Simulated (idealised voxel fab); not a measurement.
This is a process module. Its name is voxel capacitor over wiring.
Xsec cut, 190 nm wide, square cell size 5 nm.
Cross-section format: a grid of square cells, given as bands from top to bottom; each band is one or more rows of cells.
Heads up on the band format: heights come first, top then bottom, in nm. After that it's the materials left to right, each with its width in nm. A single material flagged "full width" fills the whole band edge to edge, and "blank" means there's empty space there.
All heights in this document are referenced to 0, defined as the level beneath which the wafer, as received, consists entirely of one material. The lowest band is not bounded below; it extends indefinitely downward and is written in the form "0 and below".
Width "30->40": first value at the band's top row of cells, second value at its bottom row, equal change from row to row.
Given "all unchanged" for a step, no cell of the cross-section differs between before and after that step.
If an empty space has no open way to the top and is at least 8 cells in size, "Sealed-off cavities" lists it, written width x height at distance, where distance is measured from the left edge and every value is in nm.
Step line, after settings: the simulator's comment on this step.
overlay nm: step with mask; distance mask lay right of planned place; negative value = left of planned place.
Planned step list for the process:
1: RECEIVE: material Si
2: CONFORMAL_DEP: material SiO2, thk nm 10
3: CONFORMAL_DEP: material SiN, thk nm 5
4: DIRECTIONAL_DEP: material SiO2, thk nm 15
5: DIRECTIONAL_DEP: material aC, thk nm 10
6: PATTERN: tone open, mask id METAL_1, material resist, width nm 30, pitch nm 80, thk nm 30, overlay nm 0
7: DIRECTIONAL_ETCH: etch materials aC, depth nm 10
8: STRIP: etch materials resist
9: DIRECTIONAL_ETCH: etch materials SiO2, depth nm 15
10: DIRECTIONAL_ETCH: etch materials SiN, depth nm 5
11: STRIP: etch materials aC
12: CONFORMAL_DEP: material TiN, thk nm 5
13: FILL_DEP: material Ru, thk nm 10
14: CMP: height nm 30
15: EPI: material Ru, thk nm 5
16: FILL_DEP: material SiCN, thk nm 5
17: DIRECTIONAL_DEP: material SiO2, thk nm 10
18: MASKED_ETCH: tone open, mask id PLUG_1, width nm 15, etch materials SiO2, depth nm 10, overlay nm 0
19: MASKED_ETCH: tone open, mask id PLUG_1, width nm 15, etch materials SiCN, depth nm 5, overlay nm 0
20: CONFORMAL_DEP: material TiN, thk nm 5
21: FILL_DEP: material Cu, thk nm 5
22: CMP: height nm 50
23: DIRECTIONAL_DEP: material TiN, thk nm 5
24: DIRECTIONAL_DEP: material HfO2, thk nm 5
25: DIRECTIONAL_DEP: material TiN, thk nm 10
26: DIRECTIONAL_DEP: material aC, thk nm 15
27: PATTERN: tone cover, mask id UPPER_PLATE, material resist, width nm 55, thk nm 30, overlay nm 0
28: DIRECTIONAL_ETCH: etch materials aC, depth nm 15
29: STRIP: etch materials resist
30: DIRECTIONAL_ETCH: etch materials TiN, depth nm 10
31: DIRECTIONAL_ETCH: etch materials HfO2, depth nm 5
32: STRIP: etch materials aC
33: PATTERN: tone cover, mask id LOWER_PLATE, material resist, width nm 65, thk nm 15, overlay nm 0
34: DIRECTIONAL_ETCH: etch materials TiN, depth nm 5
35: STRIP: etch materials resist
36: FILL_DEP: material SiO2, thk nm 20
37: CMP: height nm 85
38: MASKED_ETCH: tone open, mask id PLUG_2, width nm 15, etch materials SiO2, depth nm 15, overlay nm 0
39: CONFORMAL_DEP: material TiN, thk nm 5
40: FILL_DEP: material W, thk nm 5
41: CMP: height nm 85
42: CONFORMAL_DEP: material SiCN, thk nm 5
Cross-section, incoming material, after step 1:
- 0 and below = Si full width
- Sealed-off cavities: none
Module complete, cross-section. Starting point and plan per above. One mistake made in running the module:
- 90 down to 85 = SiCN full width
- 85 down to 75 = 65 SiO2, then 5 TiN, then 5 W, then 5 TiN, then 110 SiO2
- 75 down to 70 = 65 SiO2, then 15 TiN, then 110 SiO2
- 70 down to 60 = 55 SiO2, then 55 TiN, then 80 SiO2
- 60 down to 55 = 55 SiO2, then 55 HfO2, then 80 SiO2
- 55 down to 50 = 55 SiO2, then 55 TiN, then 80 SiO2
- 50 down to 40 = 55 SiO2, then 5 TiN, then 5 Cu, then 5 TiN, then 120 SiO2
- 40 down to 35 = 55 SiCN, then 15 TiN, then 120 SiCN
- 35 down to 30 = 35 SiCN, then 40 Ru, then 40 SiCN, then 40 Ru, then 35 SiCN
- 30 down to 15 = 40 SiO2, then 5 TiN, then 20 Ru, then 5 TiN, then 50 SiO2, then 5 TiN, then 20 Ru, then 5 TiN, then 40 SiO2
- 15 down to 10 = 40 SiN, then 30 TiN, then 50 SiN, then 30 TiN, then 40 SiN
- 10 down to 0 = SiO2 full width
- 0 and below = Si full width
- Sealed-off cavities: none
Heads up, the wafer didn't run the way we planned it: note that step 33 departed from the planned setting and was carried out as PATTERN: tone cover, mask id LOWER_PLATE, material resist, width nm 55, thk nm 15, overlay nm 0
